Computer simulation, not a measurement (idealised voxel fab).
The following process module bears the name voxel capacitor over wiring.
Shown is cross-section cut, with a width of 190 nm and square cells of size 5 nm.
The cross-sections in this document take the form of a grid made of square cells. They are written out as bands, in order from top to bottom. Each band consists of one or more rows of cells. Top height, bottom height, nm. Materials left to right, width each, nm. Single material + "full width" = fills band edge to edge. "air" = empty. Convention: height 0 is the level below which the wafer, as received, is all one material. The lowest band does not terminate at the bottom but continues downward, represented as "0 nm and below". You'd read "30->40" like this: the band's top row of cells is as wide as the first number, its bottom row is as wide as the second, and going down, every row changes width by the same amount as the row before did. When a step is marked "no alterations made", none of the cells in the cross-section changed during that step. "Closed void table" lists enclosed empty spaces (at least 8 cells, no open path upward to the top), each as width x height at distance from the left edge, in nm. Past the settings on a step's line: simulator remark, on that step. For masked steps, "overlay nm" on the step line gives how far right of plan the mask actually lay; a minus sign means it lay to the left.

[Set out below are the planned steps of the process]
- 1: RECEIVE,material Si
- 2: CONFORMAL_DEP,material SiO2,thk nm 10
- 3: CONFORMAL_DEP,material SiCN,thk nm 5
- 4: DIRECTIONAL_DEP,material SiO2,thk nm 20
- 5: MASKED_ETCH,tone open,mask id METAL_1,width nm 25,pitch nm 75,etch materials SiO2,depth nm 20,overlay nm -15
- 6: MASKED_ETCH,tone open,mask id METAL_1,width nm 25,pitch nm 75,etch materials SiCN,depth nm 5,overlay nm 0
- 7: CONFORMAL_DEP,material TiN,thk nm 5
- 8: FILL_DEP,material Ru,thk nm 10
- 9: CMP,height nm 35
- 10: CONFORMAL_DEP,material SiCN,thk nm 5
- 11: DIRECTIONAL_DEP,material SiO2,thk nm 20
- 12: PATTERN,tone open,mask id PLUG_1,material resist,width nm 15,thk nm 15,overlay nm 0
- 13: DIRECTIONAL_ETCH,etch materials SiO2,depth nm 20
- 14: DIRECTIONAL_ETCH,etch materials SiCN,depth nm 5
- 15: STRIP,etch materials resist
- 16: EPI,material Ru,thk nm 10
- 17: EPI,material Ru,thk nm 10
- 18: EPI,material Ru,thk nm 5
- 19: DIRECTIONAL_DEP,material TiN,thk nm 5
- 20: DIRECTIONAL_DEP,material SiN,thk nm 5
- 21: DIRECTIONAL_DEP,material TiN,thk nm 10
- 22: DIRECTIONAL_DEP,material aC,thk nm 10
- 23: PATTERN,tone cover,mask id UPPER_PLATE,material resist,width nm 55,thk nm 30,overlay nm 0
- 24: DIRECTIONAL_ETCH,etch materials aC,depth nm 10
- 25: STRIP,etch materials resist
- 26: DIRECTIONAL_ETCH,etch materials TiN,depth nm 10
- 27: DIRECTIONAL_ETCH,etch materials SiN,depth nm 5
- 28: STRIP,etch materials aC
- 29: DIRECTIONAL_DEP,material aC,thk nm 10
- 30: PATTERN,tone cover,mask id LOWER_PLATE,material resist,width nm 65,thk nm 30,overlay nm 0
- 31: DIRECTIONAL_ETCH,etch materials aC,depth nm 10
- 32: STRIP,etch materials resist
- 33: DIRECTIONAL_ETCH,etch materials TiN,depth nm 5
- 34: STRIP,etch materials aC
- 35: FILL_DEP,material SiO2,thk nm 20
- 36: CMP,height nm 95
- 37: MASKED_ETCH,tone open,mask id PLUG_2,width nm 15,etch materials SiO2,depth nm 15,overlay nm 0
- 38: CONFORMAL_DEP,material TiN,thk nm 5
- 39: FILL_DEP,material Ru,thk nm 5
- 40: CMP,height nm 95
- 41: CONFORMAL_DEP,material SiN,thk nm 5
varied across the wafers: overlay nm of step 5. The plan shows the first wafer's value. All wafers start alike

[The first of several wafers, as received after step 1, seen in section]
* 0 nm and below: Si full width
* Closed void table: none

[Where each wafer stands at the end of the module, a row apiece: cells of each material gained (+) or lost (-) since it was received, then closed voids]
overlay nm -15 | +20 Ru | +69 SiCN | +49 SiN | +554 SiO2 | +68 TiN | Closed void table: none
overlay nm -10 | +37 Ru | +67 SiCN | +49 SiN | +539 SiO2 | +68 TiN | Closed void table: none
overlay nm -5 | +39 Ru | +65 SiCN | +49 SiN | +539 SiO2 | +68 TiN | Closed void table: none
overlay nm 0 | +41 Ru | +63 SiCN | +49 SiN | +539 SiO2 | +68 TiN | Closed void table: none
overlay nm 5 | +39 Ru | +65 SiCN | +49 SiN | +539 SiO2 | +68 TiN | Closed void table: none
overlay nm 10 | +37 Ru | +67 SiCN | +49 SiN | +539 SiO2 | +68 TiN | Closed void table: none
overlay nm 15 | +35 Ru | +69 SiCN | +49 SiN | +539 SiO2 | +68 TiN | Closed void table: none
